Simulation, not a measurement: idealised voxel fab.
Title: Process Module voxel self aligned contacts
Cross-section cut: width 255 nm, square cells of 5 nm.
Heads up, the way a cross-section reads in here is a grid of square cells, handed over as bands from the top down, with every band being one or more rows of cells. For a band, the entry starts with two heights in nm, that of the top and then that of the bottom, and carries on with the band's materials in order from left to right, each alongside its width in nm; the word "throughout" beside a single material means it fills the band edge to edge, and "empty" means empty space. The reference from which all heights are counted is 0, the level beneath which the as-received wafer is entirely one material; the lowest band, having no lower bound, proceeds downward and is written after the example "from 0 down". You'd read "30 to 40" like this: the band's top row of cells is as wide as the first number, its bottom row is as wide as the second, and going down, every row changes width by the same amount as the row before did. Where the words "remains unaltered" appear for a step, the cross-section shows no cell changed by that step; every cell remained as before. Voids not open to the top, 8 cells minimum: see "Closed-off voids". Written width x height at distance; distance is from the left edge; nm. On a step's line, text after the settings is the simulator commenting on that step. overlay nm: right-of-plan distance of the mask on a masked step; negative values mean left-of-plan.

These are the steps we planned for the process:
| 1 | RECEIVE (material Si) |
| 2 | CONFORMAL_DEP (material SiO2; thk nm 5) |
| 3 | DIRECTIONAL_DEP (material polySi; thk nm 25) |
| 4 | DIRECTIONAL_DEP (material SiN; thk nm 25) |
| 5 | PATTERN (tone cover; mask id GATE; material resist; width nm 35; pitch nm 75; thk nm 15; overlay nm 0) |
| 6 | DIRECTIONAL_ETCH (etch materials SiN; depth nm 25) |
| 7 | DIRECTIONAL_ETCH (etch materials polySi; depth nm 25) |
| 8 | STRIP (etch materials resist) |
| 9 | CONFORMAL_DEP (material SiN; thk nm 10) |
| 10 | DIRECTIONAL_ETCH (etch materials SiN; depth nm 10) |
| 11 | FILL_DEP (material SiO2; thk nm 15) |
| 12 | CMP (height nm 65) |
| 13 | MASKED_ETCH (tone open; mask id CONTACT; width nm 50; pitch nm 75; etch materials SiO2; depth nm 65; overlay nm 0) |
| 14 | CONFORMAL_DEP (material TiN; thk nm 5) |
| 15 | FILL_DEP (material Ru; thk nm 10) |
| 16 | CMP (height nm 65) |
| 17 | CONFORMAL_DEP (material SiN; thk nm 5) |

Incoming wafer, cross-sectional view, post step 1:
  from 0 down = Si throughout
  Closed-off voids: none

The module was run from the start shown above using the plan shown above, but one mistake was made doing it; the resulting wafer cross-section is below:
  from 70 to 65 = SiN throughout
  from 65 to 55 = 25 of SiO2  55 of SiN  5 of TiN  10 of Ru  5 of TiN  55 of SiN  5 of TiN  10 of Ru  5 of TiN  55 of SiN  25 of SiO2
  from 55 to 35 = 25 of SiO2  10 of SiN  35 of polySi  10 of SiN  5 of TiN  10 of Ru  5 of TiN  10 of SiN  35 of polySi  10 of SiN  5 of TiN  10 of Ru  5 of TiN  10 of SiN  35 of polySi  10 of SiN  25 of SiO2
  from 35 to 30 = 25 of SiO2  10 of SiN  35 of polySi  10 of SiN  20 of TiN  10 of SiN  35 of polySi  10 of SiN  20 of TiN  10 of SiN  35 of polySi  10 of SiN  25 of SiO2
  from 30 to 5 = polySi throughout
  from 5 to 0 = SiO2 throughout
  from 0 down = Si throughout
  Closed-off voids: none
Plan not followed: plan step 3 was twice executed
